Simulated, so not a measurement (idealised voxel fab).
The document below concerns the process module designated voxel tone inversion.
For reference, the cross-section in this document is cut, with width 220 nm and square cells of 5 nm.
Reading order for cross-sections: top band down to bottom band. Underlying form: a grid of square cells. Band size: one or more rows of cells. This entry defines a band. It first specifies the height of the band's top and the height of its bottom in nm, and then specifies the band's materials from left to right, stating each material with its width in nm. The word "throughout" identifies a single material that fills the band from edge to edge, while the word "empty" identifies empty space. The level at which height equals 0 is the one under which the wafer, as it arrives, is entirely one material. No lower edge exists for the bottom band, which continues downward and is notated as in "z 0 and below". So if you see something like "30 to 40" for the width, read it as the top row of the band sitting at the first number and the bottom row at the second, with every row in between moving by the same amount as the last. "all unchanged" after a step means that no cell of the cross-section changed. In "Closed void inventory" the enclosed voids are listed, meaning empty spaces of 8 cells or larger without any opening to the top. The form is width x height at distance, distance from the left edge, units nm. Note: text after step settings on the step line = simulator remark on that step. overlay nm: where the mask lay relative to plan, measured to the right, on steps with a mask; negatives go left.

### Below is the list of planned process steps
| 1 | RECEIVE (material Si) |
| 2 | CONFORMAL_DEP (material SiN; thk nm 10) |
| 3 | DIRECTIONAL_DEP (material polySi; thk nm 25) |
| 4 | PATTERN (tone cover; mask id POSTS; material resist; width nm 20; pitch nm 45; thk nm 30; overlay nm 0) |
| 5 | DIRECTIONAL_ETCH (etch materials polySi; depth nm 25) |
| 6 | STRIP (etch materials resist) |
| 7 | FILL_DEP (material lowk; thk nm 10) |
| 8 | CMP (height nm 35) |
| 9 | STRIP (etch materials polySi) |
| 10 | CONFORMAL_DEP (material TiN; thk nm 5) |
| 11 | FILL_DEP (material Cu; thk nm 5) |
| 12 | CMP (height nm 35) |
| 13 | CONFORMAL_DEP (material SiCN; thk nm 5) |

### Below: the first of two wafers, run as planned

### Cross-section of the wafer upon arrival, representing the state reached after step 1
	z 0 and below | Si throughout
	Closed void inventory: none

### The following cross-section depicts the wafer upon completion of step 2
	z 10 to 0 | SiN throughout
	below 0: unchanged

### The following cross-section depicts the wafer upon completion of step 3
	z 35 to 10 | polySi throughout
	below 10: unchanged

### The following cross-section depicts the wafer upon completion of step 4
	z 65 to 35 | 30 empty | 20 resist | 25 empty | 20 resist | 25 empty | 20 resist | 25 empty | 20 resist | 35 empty
	below 35: unchanged

### The following cross-section depicts the wafer upon completion of step 5
	z 65 to 35 | 30 empty | 20 resist | 25 empty | 20 resist | 25 empty | 20 resist | 25 empty | 20 resist | 35 empty
	z 35 to 10 | 30 empty | 20 polySi | 25 empty | 20 polySi | 25 empty | 20 polySi | 25 empty | 20 polySi | 35 empty
	below 10: unchanged

### The following cross-section depicts the wafer upon completion of step 6
	z 35 to 10 | 30 empty | 20 polySi | 25 empty | 20 polySi | 25 empty | 20 polySi | 25 empty | 20 polySi | 35 empty
	below 10: unchanged

### The following cross-section depicts the wafer upon completion of step 7
	z 45 to 35 | lowk throughout
	z 35 to 10 | 30 lowk | 20 polySi | 25 lowk | 20 polySi | 25 lowk | 20 polySi | 25 lowk | 20 polySi | 35 lowk
	below 10: unchanged

### The following cross-section depicts the wafer upon completion of step 8
	z 35 to 10 | 30 lowk | 20 polySi | 25 lowk | 20 polySi | 25 lowk | 20 polySi | 25 lowk | 20 polySi | 35 lowk
	below 10: unchanged

### The following cross-section depicts the wafer upon completion of step 9
	z 35 to 10 | 30 lowk | 20 empty | 25 lowk | 20 empty | 25 lowk | 20 empty | 25 lowk | 20 empty | 35 lowk
	below 10: unchanged

### The following cross-section depicts the wafer upon completion of step 10
	z 40 to 35 | 35 TiN | 10 empty | 35 TiN | 10 empty | 35 TiN | 10 empty | 35 TiN | 10 empty | 40 TiN
	z 35 to 15 | 30 lowk | 5 TiN | 10 empty | 5 TiN | 25 lowk | 5 TiN | 10 empty | 5 TiN | 25 lowk | 5 TiN | 10 empty | 5 TiN | 25 lowk | 5 TiN | 10 empty | 5 TiN | 35 lowk
	z 15 to 10 | 30 lowk | 20 TiN | 25 lowk | 20 TiN | 25 lowk | 20 TiN | 25 lowk | 20 TiN | 35 lowk
	below 10: unchanged

### The following cross-section depicts the wafer upon completion of step 11
	z 45 to 40 | Cu throughout
	z 40 to 35 | 35 TiN | 10 Cu | 35 TiN | 10 Cu | 35 TiN | 10 Cu | 35 TiN | 10 Cu | 40 TiN
	z 35 to 15 | 30 lowk | 5 TiN | 10 Cu | 5 TiN | 25 lowk | 5 TiN | 10 Cu | 5 TiN | 25 lowk | 5 TiN | 10 Cu | 5 TiN | 25 lowk | 5 TiN | 10 Cu | 5 TiN | 35 lowk
	below 15: unchanged

### The following cross-section depicts the wafer upon completion of step 12
	z 35 to 15 | 30 lowk | 5 TiN | 10 Cu | 5 TiN | 25 lowk | 5 TiN | 10 Cu | 5 TiN | 25 lowk | 5 TiN | 10 Cu | 5 TiN | 25 lowk | 5 TiN | 10 Cu | 5 TiN | 35 lowk
	below 15: unchanged

### The following cross-section depicts the wafer upon completion of step 13
	z 40 to 35 | SiCN throughout
	below 35: unchanged

### The second wafer: identical to the first at the outset and in its planned sequence, differing only in that one mistake was made during processing; up to and including step 3, its path is the first wafer's path

### X-section, second wafer, when step 4 was due to finish
	z 65 to 35 | 25 empty | 30 resist | 15 empty | 30 resist | 15 empty | 30 resist | 15 empty | 30 resist | 30 empty
	below 35: unchanged

### X-section, second wafer, when step 5 was due to finish
	z 65 to 35 | 25 empty | 30 resist | 15 empty | 30 resist | 15 empty | 30 resist | 15 empty | 30 resist | 30 empty
	z 35 to 10 | 25 empty | 30 polySi | 15 empty | 30 polySi | 15 empty | 30 polySi | 15 empty | 30 polySi | 30 empty
	below 10: unchanged

### X-section, second wafer, when step 6 was due to finish
	z 35 to 10 | 25 empty | 30 polySi | 15 empty | 30 polySi | 15 empty | 30 polySi | 15 empty | 30 polySi | 30 empty
	below 10: unchanged

### X-section, second wafer, when step 7 was due to finish
	z 45 to 35 | lowk throughout
	z 35 to 10 | 25 lowk | 30 polySi | 15 lowk | 30 polySi | 15 lowk | 30 polySi | 15 lowk | 30 polySi | 30 lowk
	below 10: unchanged

### X-section, second wafer, when step 8 was due to finish
	z 35 to 10 | 25 lowk | 30 polySi | 15 lowk | 30 polySi | 15 lowk | 30 polySi | 15 lowk | 30 polySi | 30 lowk
	below 10: unchanged

### X-section, second wafer, when step 9 was due to finish
	z 35 to 10 | 25 lowk | 30 empty | 15 lowk | 30 empty | 15 lowk | 30 empty | 15 lowk | 30 empty | 30 lowk
	below 10: unchanged

### X-section, second wafer, when step 10 was due to finish
	z 40 to 35 | 30 TiN | 20 empty | 25 TiN | 20 empty | 25 TiN | 20 empty | 25 TiN | 20 empty | 35 TiN
	z 35 to 15 | 25 lowk | 5 TiN | 20 empty | 5 TiN | 15 lowk | 5 TiN | 20 empty | 5 TiN | 15 lowk | 5 TiN | 20 empty | 5 TiN | 15 lowk | 5 TiN | 20 empty | 5 TiN | 30 lowk
	z 15 to 10 | 25 lowk | 30 TiN | 15 lowk | 30 TiN | 15 lowk | 30 TiN | 15 lowk | 30 TiN | 30 lowk
	below 10: unchanged

### X-section, second wafer, when step 11 was due to finish
	z 45 to 40 | Cu throughout
	z 40 to 35 | 30 TiN | 20 Cu | 25 TiN | 20 Cu | 25 TiN | 20 Cu | 25 TiN | 20 Cu | 35 TiN
	z 35 to 15 | 25 lowk | 5 TiN | 20 Cu | 5 TiN | 15 lowk | 5 TiN | 20 Cu | 5 TiN | 15 lowk | 5 TiN | 20 Cu | 5 TiN | 15 lowk | 5 TiN | 20 Cu | 5 TiN | 30 lowk
	below 15: unchanged

### X-section, second wafer, when step 12 was due to finish
	z 35 to 15 | 25 lowk | 5 TiN | 20 Cu | 5 TiN | 15 lowk | 5 TiN | 20 Cu | 5 TiN | 15 lowk | 5 TiN | 20 Cu | 5 TiN | 15 lowk | 5 TiN | 20 Cu | 5 TiN | 30 lowk
	below 15: unchanged

### X-section, second wafer, when step 13 was due to finish
	z 40 to 35 | SiCN throughout
	below 35: unchanged
The mistake made against the process plan was this: step 4 deviated from plan and actually ran as PATTERN (tone cover; mask id POSTS; material resist; width nm 30; pitch nm 45; thk nm 30; overlay nm 0)
It is noted that, at the conclusion of processing, the second wafer exhibits a higher or lower cell count for certain materials relative to the first: +32 Cu, +8 TiN, -40 lowk
